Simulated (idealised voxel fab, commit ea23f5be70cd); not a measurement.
process module | voxel air gaps
270 nm wide, 5 nm square cells: that's cross-section cut.
A cross-section is a grid of square cells, given in bands from the top down. A band is one or more rows of cells.
Band: top height; bottom height; in nm. Then, left to right: material with width in nm, for each material. "edge to edge": a single material spanning edge to edge. "air": empty space.
Note: height 0 marks the level under which the wafer is uniformly one material as received. Lowest band unbounded below, written "from 0 down".
A width given as "30->40" starts at the first number in the band's top row and ends at the second number in its bottom row, shifting by an equal amount at every step from row to row.
Where a step carries "all unchanged", the cross-section came out of it unchanged, cell for cell.
Entry "Sealed void list" = empty spaces >= 8 cells with no open way to the top; each as width x height at distance, distance from left edge, all nm.
Step line, after settings: the simulator's comment on this step.
"overlay nm" on a masked step: distance the mask lay right of its planned place, negative for left.

# The process steps that were planned are listed below
| 1 | RECEIVE | material Si |
| 2 | CONFORMAL_DEP | material SiO2 | thk nm 10 |
| 3 | CONFORMAL_DEP | material SiCN | thk nm 5 |
| 4 | DIRECTIONAL_DEP | material lowk | thk nm 40 |
| 5 | DIRECTIONAL_DEP | material aC | thk nm 15 |
| 6 | PATTERN | tone open | mask id LINES | material resist | width nm 15 | pitch nm 40 | thk nm 35 | overlay nm 0 |
| 7 | DIRECTIONAL_ETCH | etch materials aC | depth nm 15 |
| 8 | STRIP | etch materials resist |
| 9 | DIRECTIONAL_ETCH | etch materials lowk | depth nm 40 |
| 10 | STRIP | etch materials aC |
| 11 | CONFORMAL_DEP | material TiN | thk nm 5 |
| 12 | FILL_DEP | material W | thk nm 10 |
| 13 | CMP | height nm 55 |
| 14 | EPI | material Ru | thk nm 10 |
| 15 | SELECTIVE_ETCH | etch materials lowk | depth nm 50 |
| 16 | CONFORMAL_DEP | material SiCN | thk nm 5 |

# So this is the incoming wafer in cross-section - it's already been through step 1
> from 0 down: Si edge to edge
> Sealed void list: none

# Wafer cross-section at end of module: start and plan as shown above, one execution error
> from 80 to 75: 60 of air; 145 of SiCN; 65 of air
> from 75 to 55: 60 of air; 5 of SiCN; 135 of Ru; 5 of SiCN; 65 of air
> from 55 to 50: 60 of air; 25 of SiCN; 5 of TiN; 5 of W; 5 of TiN; 25 of lowk; 5 of TiN; 5 of W; 5 of TiN; 25 of lowk; 5 of TiN; 5 of W; 5 of TiN; 25 of SiCN; 65 of air
> from 50 to 20: 80 of air; 5 of SiCN; 5 of TiN; 5 of W; 5 of TiN; 25 of lowk; 5 of TiN; 5 of W; 5 of TiN; 25 of lowk; 5 of TiN; 5 of W; 5 of TiN; 5 of SiCN; 85 of air
> from 20 to 15: 85 of SiCN; 15 of TiN; 25 of lowk; 15 of TiN; 25 of lowk; 15 of TiN; 90 of SiCN
> from 15 to 10: SiCN edge to edge
> from 10 to 0: SiO2 edge to edge
> from 0 down: Si edge to edge
> Sealed void list: none
What broke from the plan during processing? step 14 from the plan got run twice
